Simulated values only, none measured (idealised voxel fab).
Process module under the name voxel transistor to metal
This is section cut - it's 275 nm across, gridded in 5 nm square cells.
In what follows, cross-sections appear as grids of square cells, described through bands that run from the top down, where every band is one or more rows of cells.
The entry gives the band's vertical extent as a top height and a bottom height in nm, then its horizontal make-up as materials from left to right, each with a width in nm. "blank" stands for empty space; a single material marked "edge to edge" fills the band edge to edge.
Height reference: 0 = level under which incoming wafer is all one material. Lowest band: no bottom, runs on downward, e.g. "top 0, no bottom".
Quick explanation for "30->40": the width changes in equal steps down the rows of cells, from the first number in the band's top row to the second number in its bottom row.
"no change occurred" (step): cross-section cells unchanged, all of them.
Basically, "Voids lacking openings" tells you about the enclosed voids: empty spaces with no open way to the top, 8 cells or bigger, each written width x height at distance, where distance is from the left edge, all in nm.
after a step's settings: what the simulator itself notes on the step
A step's line can hold "overlay nm"; with a mask on that step, the setting says how far right of the planned place the mask lay, while a negative setting says it lay to the left.
-- This section lists the process steps that were planned
1. RECEIVE (material Si)
2. CONFORMAL_DEP (material SiO2; thk nm 5)
3. CONFORMAL_DEP (material SiN; thk nm 15)
4. MASKED_ETCH (tone cover; mask id ACTIVE; width nm 105; pitch nm 130; etch materials SiN; depth nm 15; overlay nm 0)
5. MASKED_ETCH (tone cover; mask id ACTIVE; width nm 105; pitch nm 130; etch materials SiO2; depth nm 5; overlay nm 0)
6. MASKED_ETCH (tone cover; mask id ACTIVE; width nm 105; pitch nm 130; etch materials Si; depth nm 25; overlay nm 0)
7. FILL_DEP (material SiO2; thk nm 5)
8. CMP (height nm 10)
9. SELECTIVE_ETCH (etch materials SiO2; depth nm 10)
10. STRIP (etch materials SiN)
11. SELECTIVE_ETCH (etch materials SiO2; depth nm 5)
12. OXIDIZE (depth nm 5)
13. DIRECTIONAL_DEP (material polySi; thk nm 25)
14. DIRECTIONAL_DEP (material SiCN; thk nm 10)
15. PATTERN (tone cover; mask id GATE; material resist; width nm 25; pitch nm 130; thk nm 20; overlay nm 0)
16. DIRECTIONAL_ETCH (etch materials SiCN; depth nm 20)
17. DIRECTIONAL_ETCH (etch materials polySi; depth nm 35)
18. STRIP (etch materials resist)
19. CONFORMAL_DEP (material SiN; thk nm 5)
20. DIRECTIONAL_ETCH (etch materials SiN; depth nm 5)
21. DIRECTIONAL_ETCH (etch materials SiO2; depth nm 5)
22. DIRECTIONAL_ETCH (etch materials Si; depth nm 5)
23. EPI (material nSi; thk nm 10)
24. FILL_DEP (material SiO2; thk nm 10)
25. CMP (height nm 25)
26. STRIP (etch materials polySi)
27. SELECTIVE_ETCH (etch materials SiO2; depth nm 5)
28. CONFORMAL_DEP (material HfO2; thk nm 5)
29. CONFORMAL_DEP (material TiN; thk nm 5)
30. FILL_DEP (material W; thk nm 5)
31. CMP (height nm 20)
32. DIRECTIONAL_DEP (material SiO2; thk nm 10)
33. PATTERN (tone open; mask id CONTACT; material resist; width nm 15; thk nm 15; overlay nm 0)
34. DIRECTIONAL_ETCH (etch materials SiO2; depth nm 30)
35. STRIP (etch materials resist)
36. CONFORMAL_DEP (material TiN; thk nm 5)
37. FILL_DEP (material W; thk nm 5)
38. CMP (height nm 30)
39. CONFORMAL_DEP (material SiCN; thk nm 5)
40. DIRECTIONAL_DEP (material SiO2; thk nm 15)
41. DIRECTIONAL_DEP (material aC; thk nm 15)
42. PATTERN (tone open; mask id METAL_1; material resist; width nm 15; thk nm 35; overlay nm 0)
43. DIRECTIONAL_ETCH (etch materials aC; depth nm 15)
44. STRIP (etch materials resist)
45. DIRECTIONAL_ETCH (etch materials SiO2; depth nm 15)
46. DIRECTIONAL_ETCH (etch materials SiCN; depth nm 5)
47. STRIP (etch materials aC)
48. CONFORMAL_DEP (material TiN; thk nm 5)
49. FILL_DEP (material W; thk nm 5)
50. CMP (height nm 50)
51. EPI (material Ru; thk nm 5)
52. FILL_DEP (material SiCN; thk nm 5)
It is noted that the wafers described herein are identical at the outset and are distinguished by the height nm of step 8; the value stated in the plan corresponds to the first wafer.
-- The first of several wafers in cross-section, exactly as it reached us after step 1
- top 0, no bottom | Si edge to edge
- Voids lacking openings: none
-- Per-wafer rows below. For each material: cells gained (+) or lost (-) since the wafer was received, as of end of module. Then: closed voids
height nm 10, +30 HfO2, +20 Ru, -135 Si, +133 SiCN, +20 SiN, +388 SiO2, +106 TiN, +38 W, +60 nSi, Voids lacking openings: none
height nm 15, +30 HfO2, +20 Ru, -135 Si, +133 SiCN, +16 SiN, +384 SiO2, +106 TiN, +38 W, +68 nSi, Voids lacking openings: none
height nm 20, +30 HfO2, +20 Ru, -135 Si, +133 SiCN, +20 SiN, +384 SiO2, +106 TiN, +38 W, +64 nSi, Voids lacking openings: none
height nm 25, +30 HfO2, +20 Ru, -135 Si, +133 SiCN, +24 SiN, +380 SiO2, +106 TiN, +38 W, +64 nSi, Voids lacking openings: none
